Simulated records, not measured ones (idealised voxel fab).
Module name: voxel wiring stack (process module)
We display cut, a cross-section 210 nm in width whose square cells are each 5 nm.
Heads up, the way a cross-section reads in here is a grid of square cells, handed over as bands from the top down, with every band being one or more rows of cells. For a band, the entry starts with two heights in nm, that of the top and then that of the bottom, and carries on with the band's materials in order from left to right, each alongside its width in nm; the word "full width" beside a single material means it fills the band edge to edge, and "blank" means empty space. Note: height 0 marks the level under which the wafer is uniformly one material as received. Lowest band unbounded below, written "from 0 down". Read "30->40" as a graded width: first number on top, second number at the bottom, same change between each pair of neighbouring rows. It should be understood that the words "nothing got changed", when stated for a given step, signify that the cross-section underwent no change in any of its cells during that step. The entry "Closed cavity list" lists the empty spaces that cover at least 8 cells and have no open path to the top. Each is written as width x height at distance, where the distance is measured from the left edge and all three values are in nm. That trailing text on a step's line, after the settings, is the simulator's own remark on the step. What "overlay nm" on a step's line means: if the step has a mask, that mask lay this far to the right of its planned place, or, when the value is negative, to the left.

-- Below is the list of planned process steps
step 1: RECEIVE,material Si
step 2: CONFORMAL_DEP,material SiO2,thk nm 15
step 3: CONFORMAL_DEP,material SiN,thk nm 5
step 4: DIRECTIONAL_DEP,material SiO2,thk nm 15
step 5: PATTERN,tone open,mask id METAL_1,material resist,width nm 25,pitch nm 50,thk nm 20,overlay nm 0
step 6: DIRECTIONAL_ETCH,etch materials SiO2,depth nm 15
step 7: DIRECTIONAL_ETCH,etch materials SiN,depth nm 5
step 8: STRIP,etch materials resist
step 9: CONFORMAL_DEP,material TiN,thk nm 5
step 10: FILL_DEP,material Cu,thk nm 5
step 11: CMP,height nm 35
step 12: CONFORMAL_DEP,material SiCN,thk nm 5
step 13: DIRECTIONAL_DEP,material lowk,thk nm 25
step 14: DIRECTIONAL_DEP,material aC,thk nm 10
step 15: PATTERN,tone open,mask id METAL_2_HOLES,material resist,width nm 15,pitch nm 50,thk nm 25,overlay nm 0
step 16: DIRECTIONAL_ETCH,etch materials aC,depth nm 10
step 17: STRIP,etch materials resist
step 18: DIRECTIONAL_ETCH,etch materials lowk,depth nm 25
step 19: STRIP,etch materials aC
step 20: PATTERN,tone open,mask id METAL_2,material resist,width nm 25,pitch nm 50,thk nm 20,overlay nm 0
step 21: DIRECTIONAL_ETCH,etch materials lowk,depth nm 15
step 22: DIRECTIONAL_ETCH,etch materials SiCN,depth nm 5
step 23: STRIP,etch materials resist
step 24: CONFORMAL_DEP,material TiN,thk nm 5
step 25: FILL_DEP,material Cu,thk nm 5
step 26: CMP,height nm 65
step 27: CONFORMAL_DEP,material SiCN,thk nm 5
step 28: DIRECTIONAL_DEP,material lowk,thk nm 30
step 29: MASKED_ETCH,tone open,mask id METAL_3,width nm 25,pitch nm 50,etch materials lowk,depth nm 15,overlay nm 0
step 30: DIRECTIONAL_DEP,material aC,thk nm 15
step 31: PATTERN,tone open,mask id METAL_3_HOLES,material resist,width nm 15,pitch nm 50,thk nm 30,overlay nm 0
step 32: DIRECTIONAL_ETCH,etch materials aC,depth nm 15
step 33: STRIP,etch materials resist
step 34: DIRECTIONAL_ETCH,etch materials lowk,depth nm 15
step 35: DIRECTIONAL_ETCH,etch materials SiCN,depth nm 5
step 36: STRIP,etch materials aC
step 37: CONFORMAL_DEP,material TiN,thk nm 5
step 38: FILL_DEP,material Cu,thk nm 10
step 39: CMP,height nm 100
step 40: CONFORMAL_DEP,material SiN,thk nm 5

-- Cross-sectional view of the wafer in its as-received condition, corresponding to the state after step 1
* from 0 down  Si full width
* Closed cavity list: none

-- First of two wafers: cross-section at end of module, run per plan
* from 105 to 100  SiN full width
* from 100 to 90  lowk 65 nm; TiN 5 nm; Cu 15 nm; TiN 5 nm; lowk 25 nm; TiN 5 nm; Cu 15 nm; TiN 5 nm; lowk 70 nm
* from 90 to 85  lowk 65 nm; TiN 5 nm; Cu 5 nm; TiN 15 nm; lowk 25 nm; TiN 5 nm; Cu 5 nm; TiN 15 nm; lowk 70 nm
* from 85 to 70  lowk 65 nm; TiN 5 nm; Cu 5 nm; TiN 5 nm; lowk 35 nm; TiN 5 nm; Cu 5 nm; TiN 5 nm; lowk 80 nm
* from 70 to 65  SiCN 65 nm; TiN 15 nm; SiCN 35 nm; TiN 15 nm; SiCN 80 nm
* from 65 to 55  lowk 65 nm; TiN 5 nm; Cu 15 nm; TiN 5 nm; lowk 25 nm; TiN 5 nm; Cu 15 nm; TiN 5 nm; lowk 70 nm
* from 55 to 50  lowk 65 nm; TiN 5 nm; Cu 5 nm; TiN 15 nm; lowk 25 nm; TiN 5 nm; Cu 5 nm; TiN 15 nm; lowk 70 nm
* from 50 to 40  lowk 65 nm; TiN 5 nm; Cu 5 nm; TiN 5 nm; lowk 35 nm; TiN 5 nm; Cu 5 nm; TiN 5 nm; lowk 80 nm
* from 40 to 35  SiCN 65 nm; TiN 15 nm; SiCN 35 nm; TiN 15 nm; SiCN 80 nm
* from 35 to 20  SiO2 65 nm; TiN 5 nm; Cu 15 nm; TiN 5 nm; SiO2 25 nm; TiN 5 nm; Cu 15 nm; TiN 5 nm; SiO2 70 nm
* from 20 to 15  SiN 65 nm; TiN 25 nm; SiN 25 nm; TiN 25 nm; SiN 70 nm
* from 15 to 0  SiO2 full width
* from 0 down  Si full width
* Closed cavity list: none

-- Cross-section at end of module for the second wafer of two, which matched the first in starting point and plan and differed by one mistake in its processing
* from 105 to 100  SiN full width
* from 100 to 90  lowk 65 nm; TiN 5 nm; Cu 15 nm; TiN 5 nm; lowk 25 nm; TiN 5 nm; Cu 15 nm; TiN 5 nm; lowk 70 nm
* from 90 to 85  lowk 65 nm; TiN 5 nm; Cu 5 nm; TiN 15 nm; lowk 25 nm; TiN 5 nm; Cu 5 nm; TiN 15 nm; lowk 70 nm
* from 85 to 70  lowk 65 nm; TiN 5 nm; Cu 5 nm; TiN 5 nm; lowk 35 nm; TiN 5 nm; Cu 5 nm; TiN 5 nm; lowk 80 nm
* from 70 to 65  SiCN 65 nm; TiN 15 nm; SiCN 35 nm; TiN 15 nm; SiCN 80 nm
* from 65 to 55  lowk 65 nm; TiN 5 nm; Cu 15 nm; TiN 5 nm; lowk 25 nm; TiN 5 nm; Cu 15 nm; TiN 5 nm; lowk 70 nm
* from 55 to 50  lowk 65 nm; TiN 5 nm; Cu 5 nm; TiN 15 nm; lowk 25 nm; TiN 5 nm; Cu 5 nm; TiN 15 nm; lowk 70 nm
* from 50 to 40  lowk 65 nm; TiN 5 nm; Cu 5 nm; TiN 5 nm; lowk 35 nm; TiN 5 nm; Cu 5 nm; TiN 5 nm; lowk 80 nm
* from 40 to 35  SiCN 65 nm; TiN 15 nm; SiCN 35 nm; TiN 15 nm; SiCN 80 nm
* from 35 to 30  TiN 70 nm; Cu 15 nm; TiN 35 nm; Cu 15 nm; TiN 75 nm
* from 30 to 20  SiO2 65 nm; TiN 5 nm; Cu 15 nm; TiN 5 nm; SiO2 25 nm; TiN 5 nm; Cu 15 nm; TiN 5 nm; SiO2 70 nm
* from 20 to 15  SiO2 65 nm; TiN 25 nm; SiO2 25 nm; TiN 25 nm; SiO2 70 nm
* from 15 to 0  SiO2 full width
* from 0 down  Si full width
* Closed cavity list: none
Short version of what went wrong: step 3 in the plan did not get run; it was skipped
Once processing is complete, comparing cell counts shows that the second wafer has more or fewer of certain materials than the first: -32 SiN | +32 TiN
